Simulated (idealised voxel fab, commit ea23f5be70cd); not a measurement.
You're looking at the process module voxel transistor to metal.
We display cut, a cross-section 205 nm in width whose square cells are each 5 nm.
Throughout this document, each cross-section is represented as a grid of square cells and is presented as a sequence of bands enumerated from the top downward, where a band comprises one or more rows of cells.
Band: top and bottom heights (nm) first, top before bottom; then materials from left to right, widths in nm. "edge to edge" marks a sole material filling the band edge to edge. "empty" denotes empty space.
Zero point of the height axis is 0; under it, received wafer = one material. Lowest band: continues down indefinitely, "0 nm and below".
It should be noted that a width expressed as "30..40" varies in equal increments from row to row of cells within the band, taking the value of the first number at the top row and that of the second number at the bottom row.
A step reported as "remains unaltered" is a step in which no cell of the cross-section changed.
"Sealed internal cavities": sealed empty spaces, 8 cells or more, no open way to top, listed width x height at distance, with distance from the left edge and width, height and distance in nm.
If you see something after the settings on a step's line, that's the simulator's own remark about that step.
The optional step-line setting "overlay nm" applies to steps with a mask and quantifies how far to the right of its planned location the mask lay, a negative value indicating leftward placement.
These are the steps we planned for the process
1 op RECEIVE | material Si
2 op OXIDIZE | depth nm 5
3 op CONFORMAL_DEP | material SiN | thk nm 15
4 op DIRECTIONAL_DEP | material aC | thk nm 10
5 op PATTERN | tone cover | mask id ACTIVE | material resist | width nm 105 | thk nm 25 | overlay nm 0
6 op DIRECTIONAL_ETCH | etch materials aC | depth nm 10
7 op STRIP | etch materials resist
8 op DIRECTIONAL_ETCH | etch materials SiN | depth nm 15
9 op DIRECTIONAL_ETCH | etch materials SiO2 | depth nm 5
10 op DIRECTIONAL_ETCH | etch materials Si | depth nm 35
11 op STRIP | etch materials aC
12 op FILL_DEP | material SiO2 | thk nm 15
13 op CMP | height nm 15
14 op SELECTIVE_ETCH | etch materials SiO2 | depth nm 10
15 op STRIP | etch materials SiN
16 op SELECTIVE_ETCH | etch materials SiO2 | depth nm 5
17 op OXIDIZE | depth nm 5
18 op DIRECTIONAL_DEP | material polySi | thk nm 20
19 op DIRECTIONAL_DEP | material SiCN | thk nm 15
20 op MASKED_ETCH | tone cover | mask id GATE | width nm 25 | etch materials SiCN | depth nm 25 | overlay nm 0
21 op MASKED_ETCH | tone cover | mask id GATE | width nm 25 | etch materials polySi | depth nm 30 | overlay nm 0
22 op CONFORMAL_DEP | material SiN | thk nm 10
23 op DIRECTIONAL_ETCH | etch materials SiN | depth nm 10
24 op DIRECTIONAL_ETCH | etch materials SiO2 | depth nm 5
25 op DIRECTIONAL_ETCH | etch materials Si | depth nm 15
26 op EPI | material pSi | thk nm 15
27 op FILL_DEP | material SiO2 | thk nm 10
28 op CMP | height nm 15
29 op STRIP | etch materials polySi
30 op SELECTIVE_ETCH | etch materials SiO2 | depth nm 5
31 op CONFORMAL_DEP | material HfO2 | thk nm 5
32 op CONFORMAL_DEP | material TiN | thk nm 5
33 op FILL_DEP | material W | thk nm 5
34 op CMP | height nm 10
35 op DIRECTIONAL_DEP | material SiO2 | thk nm 15
36 op MASKED_ETCH | tone open | mask id CONTACT | width nm 15 | pitch nm 80 | etch materials SiO2 | depth nm 20 | overlay nm 0
37 op CONFORMAL_DEP | material TiN | thk nm 5
38 op FILL_DEP | material W | thk nm 5
39 op CMP | height nm 25
40 op CONFORMAL_DEP | material SiCN | thk nm 5
41 op DIRECTIONAL_DEP | material SiO2 | thk nm 25
42 op DIRECTIONAL_DEP | material aC | thk nm 10
43 op PATTERN | tone open | mask id METAL_1 | material resist | width nm 15 | pitch nm 80 | thk nm 30 | overlay nm 0
44 op DIRECTIONAL_ETCH | etch materials aC | depth nm 10
45 op STRIP | etch materials resist
46 op DIRECTIONAL_ETCH | etch materials SiO2 | depth nm 25
47 op DIRECTIONAL_ETCH | etch materials SiCN | depth nm 5
48 op STRIP | etch materials aC
49 op CONFORMAL_DEP | material TiN | thk nm 5
50 op FILL_DEP | material W | thk nm 5
51 op CMP | height nm 55
52 op EPI | material Ru | thk nm 5
53 op FILL_DEP | material SiCN | thk nm 5
First wafer, as planned
As-received state of the wafer in cross-section, equivalent to post-step 1
    0 nm and below = Si edge to edge
    Sealed internal cavities: none
Step 2 done - wafer cross-section
    0 nm to -5 nm = SiO2 edge to edge
    Under -5: no change, same as before.
Step 3 done - wafer cross-section
    15 nm to 0 nm = SiN edge to edge
    Under 0: no change, same as before.
Step 4 done - wafer cross-section
    25 nm to 15 nm = aC edge to edge
    Under 15: no change, same as before.
Step 5 done - wafer cross-section
    50 nm to 25 nm = 50 empty; 105 resist; 50 empty
    Under 25: no change, same as before.
Step 6 done - wafer cross-section
    40 nm to 25 nm = 50 empty; 105 resist; 50 empty
    25 nm to 15 nm = 50 empty; 105 aC; 50 empty
    Under 15: no change, same as before.
Step 7 done - wafer cross-section
    25 nm to 15 nm = 50 empty; 105 aC; 50 empty
    Under 15: no change, same as before.
Step 8 done - wafer cross-section
    25 nm to 15 nm = 50 empty; 105 aC; 50 empty
    15 nm to 0 nm = 50 empty; 105 SiN; 50 empty
    Under 0: no change, same as before.
Step 9 done - wafer cross-section
    25 nm to 15 nm = 50 empty; 105 aC; 50 empty
    15 nm to 0 nm = 50 empty; 105 SiN; 50 empty
    0 nm to -5 nm = 50 empty; 105 SiO2; 50 empty
    Under -5: no change, same as before.
Step 10 done - wafer cross-section
    25 nm to 15 nm = 50 empty; 105 aC; 50 empty
    15 nm to 0 nm = 50 empty; 105 SiN; 50 empty
    0 nm to -5 nm = 50 empty; 105 SiO2; 50 empty
    -5 nm to -40 nm = 50 empty; 105 Si; 50 empty
    Under -40: no change, same as before.
Step 11 done - wafer cross-section
    15 nm to 0 nm = 50 empty; 105 SiN; 50 empty
    Under 0: no change, same as before.
Step 12 done - wafer cross-section
    30 nm to 15 nm = SiO2 edge to edge
    15 nm to 0 nm = 50 SiO2; 105 SiN; 50 SiO2
    0 nm to -5 nm = SiO2 edge to edge
    -5 nm to -40 nm = 50 SiO2; 105 Si; 50 SiO2
    Under -40: no change, same as before.
Step 13 done - wafer cross-section
    15 nm to 0 nm = 50 SiO2; 105 SiN; 50 SiO2
    Under 0: no change, same as before.
Step 14 done - wafer cross-section
    15 nm to 5 nm = 50 empty; 105 SiN; 50 empty
    Under 5: no change, same as before.
Step 15 done - wafer cross-section
    5 nm to 0 nm = 50 SiO2; 105 empty; 50 SiO2
    Under 0: no change, same as before.
Step 16 done - wafer cross-section
    0 nm to -5 nm = 45 SiO2; 115 empty; 45 SiO2
    Under -5: no change, same as before.
Step 17 done - wafer cross-section
    0 nm to -5 nm = 45 SiO2; 115 empty; 45 SiO2
    -5 nm to -10 nm = SiO2 edge to edge
    Under -10: no change, same as before.
Step 18 done - wafer cross-section
    20 nm to 15 nm = 45 polySi; 115 empty; 45 polySi
    15 nm to 0 nm = polySi edge to edge
    0 nm to -5 nm = 45 SiO2; 115 polySi; 45 SiO2
    Under -5: no change, same as before.
Step 19 done - wafer cross-section
    35 nm to 30 nm = 45 SiCN; 115 empty; 45 SiCN
    30 nm to 20 nm = SiCN edge to edge
    20 nm to 15 nm = 45 polySi; 115 SiCN; 45 polySi
    Under 15: no change, same as before.
Step 20 done - wafer cross-section
    30 nm to 20 nm = 90 empty; 25 SiCN; 90 empty
    20 nm to 15 nm = 45 polySi; 45 empty; 25 SiCN; 45 empty; 45 polySi
    Under 15: no change, same as before.
Step 21 done - wafer cross-section
    30 nm to 15 nm = 90 empty; 25 SiCN; 90 empty
    15 nm to 0 nm = 90 empty; 25 polySi; 90 empty
    0 nm to -5 nm = 45 SiO2; 45 empty; 25 polySi; 45 empty; 45 SiO2
    Under -5: no change, same as before.
Step 22 done - wafer cross-section
    40 nm to 30 nm = 80 empty; 45 SiN; 80 empty
    30 nm to 15 nm = 80 empty; 10 SiN; 25 SiCN; 10 SiN; 80 empty
    15 nm to 10 nm = 80 empty; 10 SiN; 25 polySi; 10 SiN; 80 empty
    10 nm to 5 nm = 55 SiN; 25 empty; 10 SiN; 25 polySi; 10 SiN; 25 empty; 55 SiN
    5 nm to 0 nm = 90 SiN; 25 polySi; 90 SiN
    0 nm to -5 nm = 45 SiO2; 45 SiN; 25 polySi; 45 SiN; 45 SiO2
    Under -5: no change, same as before.
Step 23 done - wafer cross-section
    30 nm to 15 nm = 80 empty; 10 SiN; 25 SiCN; 10 SiN; 80 empty
    15 nm to 0 nm = 80 empty; 10 SiN; 25 polySi; 10 SiN; 80 empty
    0 nm to -5 nm = 45 SiO2; 10 SiN; 25 empty; 10 SiN; 25 polySi; 10 SiN; 25 empty; 10 SiN; 45 SiO2
    Under -5: no change, same as before.
Step 24 done - wafer cross-section
    30 nm to 15 nm = 80 empty; 10 SiN; 25 SiCN; 10 SiN; 80 empty
    15 nm to 0 nm = 80 empty; 10 SiN; 25 polySi; 10 SiN; 80 empty
    0 nm to -5 nm = 45 empty; 10 SiN; 25 empty; 10 SiN; 25 polySi; 10 SiN; 25 empty; 10 SiN; 45 empty
    -5 nm to -10 nm = 55 SiO2; 25 empty; 45 SiO2; 25 empty; 55 SiO2
    Under -10: no change, same as before.
Step 25 done - wafer cross-section
    30 nm to 15 nm = 80 empty; 10 SiN; 25 SiCN; 10 SiN; 80 empty
    15 nm to 0 nm = 80 empty; 10 SiN; 25 polySi; 10 SiN; 80 empty
    0 nm to -5 nm = 45 empty; 10 SiN; 25 empty; 10 SiN; 25 polySi; 10 SiN; 25 empty; 10 SiN; 45 empty
    -5 nm to -10 nm = 55 SiO2; 25 empty; 45 SiO2; 25 empty; 55 SiO2
    -10 nm to -25 nm = 50 SiO2; 5 Si; 25 empty; 45 Si; 25 empty; 5 Si; 50 SiO2
    Under -25: no change, same as before.
Step 26 done - wafer cross-section
    30 nm to 15 nm = 80 empty; 10 SiN; 25 SiCN; 10 SiN; 80 empty
    15 nm to 5 nm = 80 empty; 10 SiN; 25 polySi; 10 SiN; 80 empty
    5 nm to 0 nm = 50 empty; 30 pSi; 10 SiN; 25 polySi; 10 SiN; 30 pSi; 50 empty
    0 nm to -5 nm = 45 empty; 10 SiN; 25 pSi; 10 SiN; 25 polySi; 10 SiN; 25 pSi; 10 SiN; 45 empty
    -5 nm to -10 nm = 55 SiO2; 25 pSi; 45 SiO2; 25 pSi; 55 SiO2
    -10 nm to -25 nm = 50 SiO2; 5 Si; 25 pSi; 45 Si; 25 pSi; 5 Si; 50 SiO2
    Under -25: no change, same as before.
Step 27 done - wafer cross-section
    40 nm to 30 nm = SiO2 edge to edge
    30 nm to 15 nm = 80 SiO2; 10 SiN; 25 SiCN; 10 SiN; 80 SiO2
    15 nm to 5 nm = 80 SiO2; 10 SiN; 25 polySi; 10 SiN; 80 SiO2
    5 nm to 0 nm = 50 SiO2; 30 pSi; 10 SiN; 25 polySi; 10 SiN; 30 pSi; 50 SiO2
    0 nm to -5 nm = 45 SiO2; 10 SiN; 25 pSi; 10 SiN; 25 polySi; 10 SiN; 25 pSi; 10 SiN; 45 SiO2
    Under -5: no change, same as before.
Step 28 done - wafer cross-section
    15 nm to 5 nm = 80 SiO2; 10 SiN; 25 polySi; 10 SiN; 80 SiO2
    Under 5: no change, same as before.
Step 29 done - wafer cross-section
    15 nm to 5 nm = 80 SiO2; 10 SiN; 25 empty; 10 SiN; 80 SiO2
    5 nm to 0 nm = 50 SiO2; 30 pSi; 10 SiN; 25 empty; 10 SiN; 30 pSi; 50 SiO2
    0 nm to -5 nm = 45 SiO2; 10 SiN; 25 pSi; 10 SiN; 25 empty; 10 SiN; 25 pSi; 10 SiN; 45 SiO2
    Under -5: no change, same as before.
Step 30 done - wafer cross-section
    15 nm to 10 nm = 80 empty; 10 SiN; 25 empty; 10 SiN; 80 empty
    10 nm to 5 nm = 80 SiO2; 10 SiN; 25 empty; 10 SiN; 80 SiO2
    5 nm to 0 nm = 50 SiO2; 30 pSi; 10 SiN; 25 empty; 10 SiN; 30 pSi; 50 SiO2
    0 nm to -5 nm = 45 SiO2; 10 SiN; 25 pSi; 10 SiN; 25 empty; 10 SiN; 25 pSi; 10 SiN; 45 SiO2
    -5 nm to -10 nm = 55 SiO2; 25 pSi; 5 SiO2; 35 empty; 5 SiO2; 25 pSi; 55 SiO2
    Under -10: no change, same as before.
Step 31 done - wafer cross-section
    20 nm to 15 nm = 75 empty; 20 HfO2; 15 empty; 20 HfO2; 75 empty
    15 nm to 10 nm = 80 HfO2; 10 SiN; 5 HfO2; 15 empty; 5 HfO2; 10 SiN; 80 HfO2
    10 nm to 5 nm = 80 SiO2; 10 SiN; 5 HfO2; 15 empty; 5 HfO2; 10 SiN; 80 SiO2
    5 nm to 0 nm = 50 SiO2; 30 pSi; 10 SiN; 5 HfO2; 15 empty; 5 HfO2; 10 SiN; 30 pSi; 50 SiO2
    0 nm to -5 nm = 45 SiO2; 10 SiN; 25 pSi; 10 SiN; 5 HfO2; 15 empty; 5 HfO2; 10 SiN; 25 pSi; 10 SiN; 45 SiO2
    -5 nm to -10 nm = 55 SiO2; 25 pSi; 5 SiO2; 35 HfO2; 5 SiO2; 25 pSi; 55 SiO2
    Under -10: no change, same as before.
Step 32 done - wafer cross-section
    25 nm to 20 nm = 70 empty; 30 TiN; 5 empty; 30 TiN; 70 empty
    20 nm to 15 nm = 75 TiN; 20 HfO2; 5 TiN; 5 empty; 5 TiN; 20 HfO2; 75 TiN
    15 nm to 10 nm = 80 HfO2; 10 SiN; 5 HfO2; 5 TiN; 5 empty; 5 TiN; 5 HfO2; 10 SiN; 80 HfO2
    10 nm to 5 nm = 80 SiO2; 10 SiN; 5 HfO2; 5 TiN; 5 empty; 5 TiN; 5 HfO2; 10 SiN; 80 SiO2
    5 nm to 0 nm = 50 SiO2; 30 pSi; 10 SiN; 5 HfO2; 5 TiN; 5 empty; 5 TiN; 5 HfO2; 10 SiN; 30 pSi; 50 SiO2
    0 nm to -5 nm = 45 SiO2; 10 SiN; 25 pSi; 10 SiN; 5 HfO2; 15 TiN; 5 HfO2; 10 SiN; 25 pSi; 10 SiN; 45 SiO2
    Under -5: no change, same as before.
Step 33 done - wafer cross-section
    30 nm to 25 nm = W edge to edge
    25 nm to 20 nm = 70 W; 30 TiN; 5 W; 30 TiN; 70 W
    20 nm to 15 nm = 75 TiN; 20 HfO2; 5 TiN; 5 W; 5 TiN; 20 HfO2; 75 TiN
    15 nm to 10 nm = 80 HfO2; 10 SiN; 5 HfO2; 5 TiN; 5 W; 5 TiN; 5 HfO2; 10 SiN; 80 HfO2
    10 nm to 5 nm = 80 SiO2; 10 SiN; 5 HfO2; 5 TiN; 5 W; 5 TiN; 5 HfO2; 10 SiN; 80 SiO2
    5 nm to 0 nm = 50 SiO2; 30 pSi; 10 SiN; 5 HfO2; 5 TiN; 5 W; 5 TiN; 5 HfO2; 10 SiN; 30 pSi; 50 SiO2
    Under 0: no change, same as before.
Step 34 done - wafer cross-section
    10 nm to 5 nm = 80 SiO2; 10 SiN; 5 HfO2; 5 TiN; 5 W; 5 TiN; 5 HfO2; 10 SiN; 80 SiO2
    Under 5: no change, same as before.
Step 35 done - wafer cross-section
    25 nm to 10 nm = SiO2 edge to edge
    Under 10: no change, same as before.
Step 36 done - wafer cross-section
    25 nm to 10 nm = 55 SiO2; 15 empty; 65 SiO2; 15 empty; 55 SiO2
    10 nm to 5 nm = 55 SiO2; 15 empty; 10 SiO2; 10 SiN; 5 HfO2; 5 TiN; 5 W; 5 TiN; 5 HfO2; 10 SiN; 10 SiO2; 15 empty; 55 SiO2
    Under 5: no change, same as before.
Step 37 done - wafer cross-section
    30 nm to 25 nm = 60 TiN; 5 empty; 75 TiN; 5 empty; 60 TiN
    25 nm to 10 nm = 55 SiO2; 5 TiN; 5 empty; 5 TiN; 65 SiO2; 5 TiN; 5 empty; 5 TiN; 55 SiO2
    10 nm to 5 nm = 55 SiO2; 15 TiN; 10 SiO2; 10 SiN; 5 HfO2; 5 TiN; 5 W; 5 TiN; 5 HfO2; 10 SiN; 10 SiO2; 15 TiN; 55 SiO2
    Under 5: no change, same as before.
Step 38 done - wafer cross-section
    35 nm to 30 nm = W edge to edge
    30 nm to 25 nm = 60 TiN; 5 W; 75 TiN; 5 W; 60 TiN
    25 nm to 10 nm = 55 SiO2; 5 TiN; 5 W; 5 TiN; 65 SiO2; 5 TiN; 5 W; 5 TiN; 55 SiO2
    Under 10: no change, same as before.
Step 39 done - wafer cross-section
    25 nm to 10 nm = 55 SiO2; 5 TiN; 5 W; 5 TiN; 65 SiO2; 5 TiN; 5 W; 5 TiN; 55 SiO2
    Under 10: no change, same as before.
Step 40 done - wafer cross-section
    30 nm to 25 nm = SiCN edge to edge
    Under 25: no change, same as before.
Step 41 done - wafer cross-section
    55 nm to 30 nm = SiO2 edge to edge
    Under 30: no change, same as before.
Step 42 done - wafer cross-section
    65 nm to 55 nm = aC edge to edge
    Under 55: no change, same as before.
Step 43 done - wafer cross-section
    95 nm to 65 nm = 55 resist; 15 empty; 65 resist; 15 empty; 55 resist
    Under 65: no change, same as before.
Step 44 done - wafer cross-section
    85 nm to 65 nm = 55 resist; 15 empty; 65 resist; 15 empty; 55 resist
    65 nm to 55 nm = 55 aC; 15 empty; 65 aC; 15 empty; 55 aC
    Under 55: no change, same as before.
Step 45 done - wafer cross-section
    65 nm to 55 nm = 55 aC; 15 empty; 65 aC; 15 empty; 55 aC
    Under 55: no change, same as before.
Step 46 done - wafer cross-section
    65 nm to 55 nm = 55 aC; 15 empty; 65 aC; 15 empty; 55 aC
    55 nm to 30 nm = 55 SiO2; 15 empty; 65 SiO2; 15 empty; 55 SiO2
    Under 30: no change, same as before.
Step 47 done - wafer cross-section
    65 nm to 55 nm = 55 aC; 15 empty; 65 aC; 15 empty; 55 aC
    55 nm to 30 nm = 55 SiO2; 15 empty; 65 SiO2; 15 empty; 55 SiO2
    30 nm to 25 nm = 55 SiCN; 15 empty; 65 SiCN; 15 empty; 55 SiCN
    Under 25: no change, same as before.
Step 48 done - wafer cross-section
    55 nm to 30 nm = 55 SiO2; 15 empty; 65 SiO2; 15 empty; 55 SiO2
    Under 30: no change, same as before.
Step 49 done - wafer cross-section
    60 nm to 55 nm = 60 TiN; 5 empty; 75 TiN; 5 empty; 60 TiN
    55 nm to 30 nm = 55 SiO2; 5 TiN; 5 empty; 5 TiN; 65 SiO2; 5 TiN; 5 empty; 5 TiN; 55 SiO2
    30 nm to 25 nm = 55 SiCN; 15 TiN; 65 SiCN; 15 TiN; 55 SiCN
    Under 25: no change, same as before.
Step 50 done - wafer cross-section
    65 nm to 60 nm = W edge to edge
    60 nm to 55 nm = 60 TiN; 5 W; 75 TiN; 5 W; 60 TiN
    55 nm to 30 nm = 55 SiO2; 5 TiN; 5 W; 5 TiN; 65 SiO2; 5 TiN; 5 W; 5 TiN; 55 SiO2
    Under 30: no change, same as before.
Step 51 done - wafer cross-section
    55 nm to 30 nm = 55 SiO2; 5 TiN; 5 W; 5 TiN; 65 SiO2; 5 TiN; 5 W; 5 TiN; 55 SiO2
    Under 30: no change, same as before.
Step 52 done - wafer cross-section
    60 nm to 55 nm = 50 empty; 25 Ru; 55 empty; 25 Ru; 50 empty
    Under 55: no change, same as before.
Step 53 done - wafer cross-section
    65 nm to 60 nm = SiCN edge to edge
    60 nm to 55 nm = 50 SiCN; 25 Ru; 55 SiCN; 25 Ru; 50 SiCN
    Under 55: no change, same as before.
Second wafer - shared start and plan with the first - one error in running - same as the first up to step 25 inclusive
Second wafer at the planned finish of step 26, seen in cross-section
    30 nm to 20 nm = 80 empty; 10 SiN; 25 SiCN; 10 SiN; 80 empty
    20 nm to 15 nm = 35 empty; 45 pSi; 10 SiN; 25 SiCN; 10 SiN; 45 pSi; 35 empty
    15 nm to 0 nm = 35 empty; 45 pSi; 10 SiN; 25 polySi; 10 SiN; 45 pSi; 35 empty
    0 nm to -5 nm = 35 empty; 10 pSi; 10 SiN; 25 pSi; 10 SiN; 25 polySi; 10 SiN; 25 pSi; 10 SiN; 10 pSi; 35 empty
    -5 nm to -10 nm = 55 SiO2; 25 pSi; 45 SiO2; 25 pSi; 55 SiO2
    -10 nm to -25 nm = 50 SiO2; 5 Si; 25 pSi; 45 Si; 25 pSi; 5 Si; 50 SiO2
    Under -25: no change, same as before.
Second wafer at the planned finish of step 27, seen in cross-section
    40 nm to 30 nm = SiO2 edge to edge
    30 nm to 20 nm = 80 SiO2; 10 SiN; 25 SiCN; 10 SiN; 80 SiO2
    20 nm to 15 nm = 35 SiO2; 45 pSi; 10 SiN; 25 SiCN; 10 SiN; 45 pSi; 35 SiO2
    15 nm to 0 nm = 35 SiO2; 45 pSi; 10 SiN; 25 polySi; 10 SiN; 45 pSi; 35 SiO2
    0 nm to -5 nm = 35 SiO2; 10 pSi; 10 SiN; 25 pSi; 10 SiN; 25 polySi; 10 SiN; 25 pSi; 10 SiN; 10 pSi; 35 SiO2
    Under -5: no change, same as before.
Second wafer at the planned finish of step 28, seen in cross-section
    15 nm to 0 nm = 35 SiO2; 45 pSi; 10 SiN; 25 polySi; 10 SiN; 45 pSi; 35 SiO2
    Under 0: no change, same as before.
Second wafer at the planned finish of step 29, seen in cross-section
    15 nm to 0 nm = 35 SiO2; 45 pSi; 10 SiN; 25 empty; 10 SiN; 45 pSi; 35 SiO2
    0 nm to -5 nm = 35 SiO2; 10 pSi; 10 SiN; 25 pSi; 10 SiN; 25 empty; 10 SiN; 25 pSi; 10 SiN; 10 pSi; 35 SiO2
    Under -5: no change, same as before.
Second wafer at the planned finish of step 30, seen in cross-section
    15 nm to 10 nm = 35 empty; 45 pSi; 10 SiN; 25 empty; 10 SiN; 45 pSi; 35 empty
    10 nm to 0 nm = 35 SiO2; 45 pSi; 10 SiN; 25 empty; 10 SiN; 45 pSi; 35 SiO2
    0 nm to -5 nm = 35 SiO2; 10 pSi; 10 SiN; 25 pSi; 10 SiN; 25 empty; 10 SiN; 25 pSi; 10 SiN; 10 pSi; 35 SiO2
    -5 nm to -10 nm = 55 SiO2; 25 pSi; 5 SiO2; 35 empty; 5 SiO2; 25 pSi; 55 SiO2
    Under -10: no change, same as before.
Second wafer at the planned finish of step 31, seen in cross-section
    20 nm to 15 nm = 30 empty; 65 HfO2; 15 empty; 65 HfO2; 30 empty
    15 nm to 10 nm = 35 HfO2; 45 pSi; 10 SiN; 5 HfO2; 15 empty; 5 HfO2; 10 SiN; 45 pSi; 35 HfO2
    10 nm to 0 nm = 35 SiO2; 45 pSi; 10 SiN; 5 HfO2; 15 empty; 5 HfO2; 10 SiN; 45 pSi; 35 SiO2
    0 nm to -5 nm = 35 SiO2; 10 pSi; 10 SiN; 25 pSi; 10 SiN; 5 HfO2; 15 empty; 5 HfO2; 10 SiN; 25 pSi; 10 SiN; 10 pSi; 35 SiO2
    -5 nm to -10 nm = 55 SiO2; 25 pSi; 5 SiO2; 35 HfO2; 5 SiO2; 25 pSi; 55 SiO2
    Under -10: no change, same as before.
Second wafer at the planned finish of step 32, seen in cross-section
    25 nm to 20 nm = 25 empty; 75 TiN; 5 empty; 75 TiN; 25 empty
    20 nm to 15 nm = 30 TiN; 65 HfO2; 5 TiN; 5 empty; 5 TiN; 65 HfO2; 30 TiN
    15 nm to 10 nm = 35 HfO2; 45 pSi; 10 SiN; 5 HfO2; 5 TiN; 5 empty; 5 TiN; 5 HfO2; 10 SiN; 45 pSi; 35 HfO2
    10 nm to 0 nm = 35 SiO2; 45 pSi; 10 SiN; 5 HfO2; 5 TiN; 5 empty; 5 TiN; 5 HfO2; 10 SiN; 45 pSi; 35 SiO2
    0 nm to -5 nm = 35 SiO2; 10 pSi; 10 SiN; 25 pSi; 10 SiN; 5 HfO2; 15 TiN; 5 HfO2; 10 SiN; 25 pSi; 10 SiN; 10 pSi; 35 SiO2
    Under -5: no change, same as before.
Second wafer at the planned finish of step 33, seen in cross-section
    30 nm to 25 nm = W edge to edge
    25 nm to 20 nm = 25 W; 75 TiN; 5 W; 75 TiN; 25 W
    20 nm to 15 nm = 30 TiN; 65 HfO2; 5 TiN; 5 W; 5 TiN; 65 HfO2; 30 TiN
    15 nm to 10 nm = 35 HfO2; 45 pSi; 10 SiN; 5 HfO2; 5 TiN; 5 W; 5 TiN; 5 HfO2; 10 SiN; 45 pSi; 35 HfO2
    10 nm to 0 nm = 35 SiO2; 45 pSi; 10 SiN; 5 HfO2; 5 TiN; 5 W; 5 TiN; 5 HfO2; 10 SiN; 45 pSi; 35 SiO2
    Under 0: no change, same as before.
Second wafer at the planned finish of step 34, seen in cross-section
    10 nm to 0 nm = 35 SiO2; 45 pSi; 10 SiN; 5 HfO2; 5 TiN; 5 W; 5 TiN; 5 HfO2; 10 SiN; 45 pSi; 35 SiO2
    Under 0: no change, same as before.
Second wafer at the planned finish of step 35, seen in cross-section
    25 nm to 10 nm = SiO2 edge to edge
    Under 10: no change, same as before.
Second wafer at the planned finish of step 36, seen in cross-section
    25 nm to 10 nm = 55 SiO2; 15 empty; 65 SiO2; 15 empty; 55 SiO2
    Under 10: no change, same as before.
Second wafer at the planned finish of step 37, seen in cross-section
    30 nm to 25 nm = 60 TiN; 5 empty; 75 TiN; 5 empty; 60 TiN
    25 nm to 15 nm = 55 SiO2; 5 TiN; 5 empty; 5 TiN; 65 SiO2; 5 TiN; 5 empty; 5 TiN; 55 SiO2
    15 nm to 10 nm = 55 SiO2; 15 TiN; 65 SiO2; 15 TiN; 55 SiO2
    Under 10: no change, same as before.
Second wafer at the planned finish of step 38, seen in cross-section
    35 nm to 30 nm = W edge to edge
    30 nm to 25 nm = 60 TiN; 5 W; 75 TiN; 5 W; 60 TiN
    25 nm to 15 nm = 55 SiO2; 5 TiN; 5 W; 5 TiN; 65 SiO2; 5 TiN; 5 W; 5 TiN; 55 SiO2
    Under 15: no change, same as before.
Second wafer at the planned finish of step 39, seen in cross-section
    25 nm to 15 nm = 55 SiO2; 5 TiN; 5 W; 5 TiN; 65 SiO2; 5 TiN; 5 W; 5 TiN; 55 SiO2
    Under 15: no change, same as before.
Second wafer at the planned finish of step 40, seen in cross-section
    30 nm to 25 nm = SiCN edge to edge
    Under 25: no change, same as before.
Second wafer at the planned finish of step 41, seen in cross-section
    55 nm to 30 nm = SiO2 edge to edge
    Under 30: no change, same as before.
Second wafer at the planned finish of step 42, seen in cross-section
    65 nm to 55 nm = aC edge to edge
    Under 55: no change, same as before.
Second wafer at the planned finish of step 43, seen in cross-section
    95 nm to 65 nm = 55 resist; 15 empty; 65 resist; 15 empty; 55 resist
    Under 65: no change, same as before.
Second wafer at the planned finish of step 44, seen in cross-section
    85 nm to 65 nm = 55 resist; 15 empty; 65 resist; 15 empty; 55 resist
    65 nm to 55 nm = 55 aC; 15 empty; 65 aC; 15 empty; 55 aC
    Under 55: no change, same as before.
Second wafer at the planned finish of step 45, seen in cross-section
    65 nm to 55 nm = 55 aC; 15 empty; 65 aC; 15 empty; 55 aC
    Under 55: no change, same as before.
Second wafer at the planned finish of step 46, seen in cross-section
    65 nm to 55 nm = 55 aC; 15 empty; 65 aC; 15 empty; 55 aC
    55 nm to 30 nm = 55 SiO2; 15 empty; 65 SiO2; 15 empty; 55 SiO2
    Under 30: no change, same as before.
Second wafer at the planned finish of step 47, seen in cross-section
    65 nm to 55 nm = 55 aC; 15 empty; 65 aC; 15 empty; 55 aC
    55 nm to 30 nm = 55 SiO2; 15 empty; 65 SiO2; 15 empty; 55 SiO2
    30 nm to 25 nm = 55 SiCN; 15 empty; 65 SiCN; 15 empty; 55 SiCN
    Under 25: no change, same as before.
Second wafer at the planned finish of step 48, seen in cross-section
    55 nm to 30 nm = 55 SiO2; 15 empty; 65 SiO2; 15 empty; 55 SiO2
    Under 30: no change, same as before.
Second wafer at the planned finish of step 49, seen in cross-section
    60 nm to 55 nm = 60 TiN; 5 empty; 75 TiN; 5 empty; 60 TiN
    55 nm to 30 nm = 55 SiO2; 5 TiN; 5 empty; 5 TiN; 65 SiO2; 5 TiN; 5 empty; 5 TiN; 55 SiO2
    30 nm to 25 nm = 55 SiCN; 15 TiN; 65 SiCN; 15 TiN; 55 SiCN
    Under 25: no change, same as before.
Second wafer at the planned finish of step 50, seen in cross-section
    65 nm to 60 nm = W edge to edge
    60 nm to 55 nm = 60 TiN; 5 W; 75 TiN; 5 W; 60 TiN
    55 nm to 30 nm = 55 SiO2; 5 TiN; 5 W; 5 TiN; 65 SiO2; 5 TiN; 5 W; 5 TiN; 55 SiO2
    Under 30: no change, same as before.
Second wafer at the planned finish of step 51, seen in cross-section
    55 nm to 30 nm = 55 SiO2; 5 TiN; 5 W; 5 TiN; 65 SiO2; 5 TiN; 5 W; 5 TiN; 55 SiO2
    Under 30: no change, same as before.
Second wafer at the planned finish of step 52, seen in cross-section
    60 nm to 55 nm = 50 empty; 25 Ru; 55 empty; 25 Ru; 50 empty
    Under 55: no change, same as before.
Second wafer at the planned finish of step 53, seen in cross-section
    65 nm to 60 nm = SiCN edge to edge
    60 nm to 55 nm = 50 SiCN; 25 Ru; 55 SiCN; 25 Ru; 50 SiCN
    Under 55: no change, same as before.
Where did the run depart from the plan? twice, step 26 of the plan was run
Final cells, second wafer relative to first, materials higher or lower: SiO2: 22 fewer | TiN: 4 fewer | W: 2 fewer | pSi: 28 more
